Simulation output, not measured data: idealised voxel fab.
A process module follows: voxel fin reveal.
Cross-section cut: width 230 nm, square cells of 5 nm.
A cross-section in this document is a grid of square cells, and it is written down as bands, the top band listed before the ones below it; a band is made up of one or more rows of cells.
Band: top and bottom heights (nm) first, top before bottom; then materials from left to right, widths in nm. "full width" marks a sole material filling the band edge to edge. "empty" denotes empty space.
All heights in this document are referenced to 0, defined as the level beneath which the wafer, as received, consists entirely of one material. The lowest band is not bounded below; it extends indefinitely downward and is written in the form "0 down".
It should be noted that a width expressed as "30 to 40" varies in equal increments from row to row of cells within the band, taking the value of the first number at the top row and that of the second number at the bottom row.
"remains unaltered" -> step changed no cross-section cell.
"Sealed internal voids" contains a list of empty spaces, each no smaller than 8 cells and without an open way to the top, written in the form width x height at distance with the distance from the left edge and all three in nm.
On each step's line, the part that comes after the settings is the simulator's own comment on the step.
"overlay nm" denotes, for a step that has a mask, the displacement of the mask to the right of its planned place, with negative values corresponding to the left.
# Process steps (planned)
1. RECEIVE, material Si
2. CONFORMAL_DEP, material SiN, thk nm 10
3. MASKED_ETCH, tone cover, mask id FINS, width nm 15, pitch nm 45, etch materials SiN, depth nm 10, overlay nm 0
4. MASKED_ETCH, tone cover, mask id FINS, width nm 15, pitch nm 45, etch materials Si, depth nm 35, overlay nm 0
5. OXIDIZE, depth nm 5
6. FILL_DEP, material SiO2, thk nm 15
7. CMP, height nm 10
8. SELECTIVE_ETCH, etch materials SiO2, depth nm 25
9. STRIP, etch materials SiN
10. CONFORMAL_DEP, material SiO2, thk nm 5
# First wafer out of two, processed as planned
# Cross-section of the wafer at receipt, which is the condition after step 1
0 down = Si full width
Sealed internal voids: none
# Cross-section of the wafer subsequent to step 2
10 to 0 = SiN full width
For the remainder of the cross-section, below 0, there is no change.
# Cross-section of the wafer subsequent to step 3
10 to 0 = 85 empty, then 15 SiN, then 30 empty, then 15 SiN, then 85 empty
For the remainder of the cross-section, below 0, there is no change.
# Cross-section of the wafer subsequent to step 4
10 to 0 = 85 empty, then 15 SiN, then 30 empty, then 15 SiN, then 85 empty
0 to -35 = 85 empty, then 15 Si, then 30 empty, then 15 Si, then 85 empty
For the remainder of the cross-section, below -35, there is no change.
# Cross-section of the wafer subsequent to step 5
10 to 0 = 85 empty, then 15 SiN, then 30 empty, then 15 SiN, then 85 empty
0 to -35 = 85 empty, then 5 SiO2, then 5 Si, then 5 SiO2, then 30 empty, then 5 SiO2, then 5 Si, then 5 SiO2, then 85 empty
-35 to -40 = 90 SiO2, then 5 Si, then 40 SiO2, then 5 Si, then 90 SiO2
For the remainder of the cross-section, below -40, there is no change.
# Cross-section of the wafer subsequent to step 6
25 to 10 = SiO2 full width
10 to 0 = 85 SiO2, then 15 SiN, then 30 SiO2, then 15 SiN, then 85 SiO2
0 to -40 = 90 SiO2, then 5 Si, then 40 SiO2, then 5 Si, then 90 SiO2
For the remainder of the cross-section, below -40, there is no change.
# Cross-section of the wafer subsequent to step 7
10 to 0 = 85 SiO2, then 15 SiN, then 30 SiO2, then 15 SiN, then 85 SiO2
For the remainder of the cross-section, below 0, there is no change.
# Cross-section of the wafer subsequent to step 8
10 to 0 = 85 empty, then 15 SiN, then 30 empty, then 15 SiN, then 85 empty
0 to -15 = 90 empty, then 5 Si, then 40 empty, then 5 Si, then 90 empty
For the remainder of the cross-section, below -15, there is no change.
# Cross-section of the wafer subsequent to step 9
0 to -15 = 90 empty, then 5 Si, then 40 empty, then 5 Si, then 90 empty
For the remainder of the cross-section, below -15, there is no change.
# Cross-section of the wafer subsequent to step 10
5 to 0 = 85 empty, then 15 SiO2, then 30 empty, then 15 SiO2, then 85 empty
0 to -10 = 85 empty, then 5 SiO2, then 5 Si, then 5 SiO2, then 30 empty, then 5 SiO2, then 5 Si, then 5 SiO2, then 85 empty
-10 to -40 = 90 SiO2, then 5 Si, then 40 SiO2, then 5 Si, then 90 SiO2
For the remainder of the cross-section, below -40, there is no change.
# Here the second wafer is described. Its start and its plan were those of the first wafer. Its run contained one mistake. Up to and including step 9, it did exactly what the first wafer did
# The second wafer cut through, at the time step 10 was supposed to be finished
5 to 0 = 85 empty, then 15 SiN, then 30 empty, then 15 SiN, then 85 empty
0 to -10 = 85 empty, then 5 SiN, then 5 Si, then 5 SiN, then 30 empty, then 5 SiN, then 5 Si, then 5 SiN, then 85 empty
-10 to -15 = 90 SiN, then 5 Si, then 40 SiN, then 5 Si, then 90 SiN
For the remainder of the cross-section, below -15, there is no change.
Misprocessing identified: step 10 off recipe, ran as CONFORMAL_DEP, material SiN, thk nm 5
Counted in cells at the end, the second wafer holds more or fewer of these materials than the first: 58 more of SiN, 58 fewer of SiO2
